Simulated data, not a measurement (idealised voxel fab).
The document below concerns the process module designated voxel gate over fins.
Displayed cross-section: cut, width of 160 nm, square cells sized 5 nm.
A cross-section in this document is a grid of square cells, and it is written down as bands, the top band listed before the ones below it; a band is made up of one or more rows of cells.
The band entry comprises the height of the band's top followed by the height of its bottom, expressed in nm, and subsequently the band's materials from left to right, each stated together with its width in nm. Where a single material is marked with the word "all across", that material fills the band from edge to edge. The word "empty" represents empty space.
Heights are expressed relative to 0, this being the level below which the as-received wafer comprises one material exclusively. The lowest band is unbounded in the downward direction and is denoted as in "top 0, no bottom".
Think of "30 to 40" as a width that walks from the first number to the second as you go down the band, top row to bottom row, taking equal-sized steps from row to row.
A step reported as "all unchanged" is a step in which no cell of the cross-section changed.
Entry "Sealed internal voids". Content: empty spaces with no open connection to the top, size 8 cells or greater. Each: width x height at distance. Distance: from left edge. Unit: nm.
Text after the settings on a step's line: the simulator's own remark on that step.
A step line may carry the setting "overlay nm", which, for steps involving a mask, states the distance by which the mask lay to the right of its intended position; negative values denote displacement to the left.
**Process steps - plan**
1 RECEIVE [material Si]
2 CONFORMAL_DEP [material SiN] [thk nm 5]
3 DIRECTIONAL_DEP [material aC] [thk nm 10]
4 PATTERN [tone cover] [mask id FINS] [material resist] [width nm 15] [pitch nm 35] [thk nm 30] [overlay nm 0]
5 DIRECTIONAL_ETCH [etch materials aC] [depth nm 10]
6 STRIP [etch materials resist]
7 DIRECTIONAL_ETCH [etch materials SiN] [depth nm 5]
8 DIRECTIONAL_ETCH [etch materials Si] [depth nm 30]
9 STRIP [etch materials aC]
10 OXIDIZE [depth nm 5]
11 FILL_DEP [material SiO2] [thk nm 10]
12 CMP [height nm 5]
13 SELECTIVE_ETCH [etch materials SiO2] [depth nm 15]
14 STRIP [etch materials SiN]
15 CONFORMAL_DEP [material HfO2] [thk nm 5]
16 CONFORMAL_DEP [material TiN] [thk nm 5]
17 CONFORMAL_DEP [material TiAl] [thk nm 5]
18 CONFORMAL_DEP [material TiN] [thk nm 5]
19 FILL_DEP [material W] [thk nm 10]
20 CMP [height nm 25]
21 CONFORMAL_DEP [material SiCN] [thk nm 5]
**Cross-section of the wafer upon arrival, representing the state reached after step 1**
* top 0, no bottom | Si all across
* Sealed internal voids: none
**a wafer at the end: this start, this plan, one mistake**
* top 30, bottom 25 | SiCN all across
* top 25, bottom 20 | W all across
* top 20, bottom 15 | W 30 nm, then TiN 80 nm, then W 50 nm
* top 15, bottom 10 | W 30 nm, then TiN 5 nm, then TiAl 70 nm, then TiN 5 nm, then W 50 nm
* top 10, bottom 5 | TiN 35 nm, then TiAl 5 nm, then TiN 25 nm, then TiAl 10 nm, then TiN 25 nm, then TiAl 5 nm, then TiN 55 nm
* top 5, bottom 0 | TiAl 40 nm, then TiN 5 nm, then HfO2 15 nm, then TiN 5 nm, then TiAl 10 nm, then TiN 5 nm, then HfO2 15 nm, then TiN 5 nm, then TiAl 60 nm
* top 0, bottom -5 | TiN 45 nm, then HfO2 5 nm, then Si 5 nm, then HfO2 5 nm, then TiN 20 nm, then HfO2 5 nm, then Si 5 nm, then HfO2 5 nm, then TiN 65 nm
* top -5, bottom -10 | HfO2 50 nm, then Si 5 nm, then HfO2 30 nm, then Si 5 nm, then HfO2 70 nm
* top -10, bottom -35 | SiO2 50 nm, then Si 5 nm, then SiO2 30 nm, then Si 5 nm, then SiO2 70 nm
* top -35, no bottom | Si all across
* Sealed internal voids: none
The plan and the run diverged here: step 4 was processed under conditions differing from the plan, specifically as PATTERN [tone cover] [mask id FINS] [material resist] [width nm 15] [pitch nm 35] [thk nm 30] [overlay nm -10]
